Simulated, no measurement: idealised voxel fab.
A process module follows: voxel double patterning.
Cross-section cut spans 265 nm and uses square cells 5 nm in size.
Bands, listed from the top down, are how a cross-section gets written in this document; the cross-section itself is a grid of square cells, and a band is one or more rows of them.
This entry defines a band. It first specifies the height of the band's top and the height of its bottom in nm, and then specifies the band's materials from left to right, stating each material with its width in nm. The word "full width" identifies a single material that fills the band from edge to edge, while the word "empty" identifies empty space.
Heights are reckoned from 0. Under this level, the received wafer is all of one material. The bottommost band is open-ended downward, for example "0 -> down".
Width spec "30 to 40" -> top row of cells at first value, bottom row at second value, equal per-row change in between.
Any step labelled "nothing was modified" changed none of the cells in the cross-section.
Enclosed voids (no open way to top), threshold 8 cells or more, entry "Internal closed voids", notation width x height at distance, distance from left edge, nm.
Anything after a step's settings on that line? It's the simulator's own note about the step.
overlay nm: mask offset rightward from planned place, masked step; negative means leftward offset.

### Process steps foreseen in the plan
1,RECEIVE [material Si]
2,CONFORMAL_DEP [material SiO2] [thk nm 10]
3,DIRECTIONAL_DEP [material W] [thk nm 15]
4,DIRECTIONAL_DEP [material SiCN] [thk nm 10]
5,MASKED_ETCH [tone open] [mask id FIRST] [width nm 15] [pitch nm 50] [etch materials SiCN] [depth nm 10] [overlay nm 0]
6,PATTERN [tone open] [mask id SECOND] [material resist] [width nm 15] [thk nm 15] [overlay nm 0]
7,DIRECTIONAL_ETCH [etch materials SiCN] [depth nm 10]
8,STRIP [etch materials resist]
9,DIRECTIONAL_ETCH [etch materials W] [depth nm 15]
10,STRIP [etch materials SiCN]

### Step 1 complete: cross-section of the wafer as received
* 0 -> down  Si full width
* Internal closed voids: none

### First wafer of two, sectioned at end of module; run went per plan
* 25 -> 10  W 100 nm, empty 15 nm, W 10 nm, empty 15 nm, W 10 nm, empty 15 nm, W 100 nm
* 10 -> 0  SiO2 full width
* 0 -> down  Si full width
* Internal closed voids: none

### Cross-sectional view of the second of two wafers upon completion of the module. This wafer shared its starting condition and process plan with the first; one error was made during its execution
* 25 -> 10  empty 100 nm, W 15 nm, empty 35 nm, W 15 nm, empty 100 nm
* 10 -> 0  SiO2 full width
* 0 -> down  Si full width
* Internal closed voids: none
Short version of what went wrong: step 5 changed vs plan, executed as MASKED_ETCH [tone cover] [mask id FIRST] [width nm 15] [pitch nm 50] [etch materials SiCN] [depth nm 10] [overlay nm 0]
Materials where the second wafer ends with more or fewer cells than the first: W -114
